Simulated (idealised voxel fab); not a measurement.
A process module follows: voxel gate over fins.
Each square cell in cross-section cut measures 5 nm, and the section as a whole is 160 nm wide.
Cross-section, as written here: a square-cell grid given band by band from the top down, where a band holds one or more rows of cells. Heights first: top, then bottom, in nm. Then materials, left to right, each with a width in nm. "full width" on a single material: fills the band edge to edge. "blank": empty space. Height reference: 0 = level under which incoming wafer is all one material. Lowest band: no bottom, runs on downward, e.g. "from 0 down". Width spec "30..40" -> top row of cells at first value, bottom row at second value, equal per-row change in between. A step reported as "no change" is a step in which no cell of the cross-section changed. What "Closed void list" gives you is every empty space of 8 cells or more that is cut off from the top. Each appears as width x height at distance, with the distance taken from the left edge and width, height and distance all in nm. On each step's line, the part that comes after the settings is the simulator's own comment on the step. overlay nm: mask offset rightward from planned place, masked step; negative means leftward offset.
**Intended process steps**
step 1: op RECEIVE | material Si
step 2: op CONFORMAL_DEP | material SiN | thk nm 5
step 3: op PATTERN | tone cover | mask id FINS | material resist | width nm 15 | pitch nm 50 | thk nm 15 | overlay nm -5
step 4: op DIRECTIONAL_ETCH | etch materials SiN | depth nm 5
step 5: op DIRECTIONAL_ETCH | etch materials Si | depth nm 40
step 6: op STRIP | etch materials resist
step 7: op FILL_DEP | material SiO2 | thk nm 15
step 8: op CMP | height nm 5
step 9: op DIRECTIONAL_DEP | material aC | thk nm 15
step 10: op PATTERN | tone open | mask id RAIL | material resist | width nm 15 | thk nm 30 | overlay nm 0
step 11: op DIRECTIONAL_ETCH | etch materials aC | depth nm 15
step 12: op STRIP | etch materials resist
step 13: op DIRECTIONAL_ETCH | etch materials SiO2 | depth nm 40
step 14: op STRIP | etch materials aC
step 15: op CONFORMAL_DEP | material TiN | thk nm 5
step 16: op FILL_DEP | material Ru | thk nm 5
step 17: op CMP | height nm 5
step 18: op SELECTIVE_ETCH | etch materials W Ru TiN | depth nm 25
step 19: op FILL_DEP | material SiO2 | thk nm 5
step 20: op CMP | height nm 5
step 21: op SELECTIVE_ETCH | etch materials SiO2 | depth nm 15
step 22: op STRIP | etch materials SiN
step 23: op CONFORMAL_DEP | material HfO2 | thk nm 5
step 24: op CONFORMAL_DEP | material TiN | thk nm 5
step 25: op CONFORMAL_DEP | material TiAl | thk nm 5
step 26: op CONFORMAL_DEP | material TiN | thk nm 5
step 27: op FILL_DEP | material W | thk nm 15
step 28: op CMP | height nm 30
step 29: op CONFORMAL_DEP | material SiCN | thk nm 10
Don't read the plan's overlay nm for step 3 as applying to every wafer: that's the first wafer's value, and the wafers differ in it, though they all start identical.
**So this is the first of several wafers, cross-sectioned as it came to us, meaning it's at the end of step 1**
- from 0 down = Si full width
- Closed void list: none
**End of module: cross-section of the first of several wafers after step 29, the last step**
- from 40 to 30 = SiCN full width
- from 30 to 20 = W full width
- from 20 to 15 = 150 of TiN, 10 of W
- from 15 to 10 = 45 of TiAl, 5 of TiN, 45 of TiAl, 5 of TiN, 45 of TiAl, 5 of TiN, 10 of W
- from 10 to 5 = 5 of TiAl, 35 of TiN, 5 of TiAl, 5 of TiN, 5 of TiAl, 35 of TiN, 5 of TiAl, 5 of TiN, 5 of TiAl, 35 of TiN, 5 of TiAl, 15 of TiN
- from 5 to 0 = 5 of TiAl, 5 of TiN, 25 of HfO2, 5 of TiN, 15 of TiAl, 5 of TiN, 25 of HfO2, 5 of TiN, 15 of TiAl, 5 of TiN, 25 of HfO2, 5 of TiN, 20 of TiAl
- from 0 to -5 = 10 of TiN, 5 of HfO2, 15 of Si, 5 of HfO2, 25 of TiN, 5 of HfO2, 15 of Si, 5 of HfO2, 25 of TiN, 5 of HfO2, 15 of Si, 5 of HfO2, 25 of TiN
- from -5 to -10 = 15 of HfO2, 15 of Si, 35 of HfO2, 15 of Si, 35 of HfO2, 15 of Si, 30 of HfO2
- from -10 to -20 = 15 of SiO2, 15 of Si, 35 of SiO2, 15 of Si, 35 of SiO2, 15 of Si, 30 of SiO2
- from -20 to -30 = 15 of SiO2, 15 of Si, 15 of SiO2, 5 of TiN, 5 of Ru, 5 of TiN, 5 of SiO2, 15 of Si, 35 of SiO2, 15 of Si, 30 of SiO2
- from -30 to -35 = 15 of SiO2, 15 of Si, 15 of SiO2, 15 of TiN, 5 of SiO2, 15 of Si, 35 of SiO2, 15 of Si, 30 of SiO2
- from -35 to -40 = 15 of SiO2, 15 of Si, 35 of SiO2, 15 of Si, 35 of SiO2, 15 of Si, 30 of SiO2
- from -40 down = Si full width
- Closed void list: none
**Last-wafer cross-section at the end of the module**
- from 40 to 30 = SiCN full width
- from 30 to 20 = W full width
- from 20 to 15 = 10 of W, 150 of TiN
- from 15 to 10 = 10 of W, 5 of TiN, 45 of TiAl, 5 of TiN, 45 of TiAl, 5 of TiN, 45 of TiAl
- from 10 to 5 = 15 of TiN, 5 of TiAl, 35 of TiN, 5 of TiAl, 5 of TiN, 5 of TiAl, 35 of TiN, 5 of TiAl, 5 of TiN, 5 of TiAl, 35 of TiN, 5 of TiAl
- from 5 to 0 = 20 of TiAl, 5 of TiN, 25 of HfO2, 5 of TiN, 15 of TiAl, 5 of TiN, 25 of HfO2, 5 of TiN, 15 of TiAl, 5 of TiN, 25 of HfO2, 5 of TiN, 5 of TiAl
- from 0 to -5 = 25 of TiN, 5 of HfO2, 15 of Si, 5 of HfO2, 25 of TiN, 5 of HfO2, 15 of Si, 5 of HfO2, 25 of TiN, 5 of HfO2, 15 of Si, 5 of HfO2, 10 of TiN
- from -5 to -10 = 30 of HfO2, 15 of Si, 35 of HfO2, 15 of Si, 35 of HfO2, 15 of Si, 15 of HfO2
- from -10 to -20 = 30 of SiO2, 15 of Si, 35 of SiO2, 15 of Si, 35 of SiO2, 15 of Si, 15 of SiO2
- from -20 to -30 = 30 of SiO2, 15 of Si, 5 of TiN, 5 of Ru, 5 of TiN, 20 of SiO2, 15 of Si, 35 of SiO2, 15 of Si, 15 of SiO2
- from -30 to -35 = 30 of SiO2, 15 of Si, 15 of TiN, 20 of SiO2, 15 of Si, 35 of SiO2, 15 of Si, 15 of SiO2
- from -35 to -40 = 30 of SiO2, 15 of Si, 35 of SiO2, 15 of Si, 35 of SiO2, 15 of Si, 15 of SiO2
- from -40 down = Si full width
- Closed void list: none
**Take any row and you have a wafer at the end of the module: how many cells of each material it has gained (+) or lost (-) since it was received, and then its closed voids**
overlay nm -5 | +44 HfO2 | +2 Ru | -184 Si | +64 SiCN | +129 SiO2 | +44 TiAl | +89 TiN | +68 W | Closed void list: none
overlay nm 0 | +44 HfO2 | +2 Ru | -184 Si | +64 SiCN | +129 SiO2 | +44 TiAl | +91 TiN | +66 W | Closed void list: none
overlay nm 5 | +44 HfO2 | +2 Ru | -184 Si | +64 SiCN | +129 SiO2 | +44 TiAl | +91 TiN | +66 W | Closed void list: none
overlay nm 10 | +44 HfO2 | +2 Ru | -184 Si | +64 SiCN | +129 SiO2 | +44 TiAl | +89 TiN | +68 W | Closed void list: none
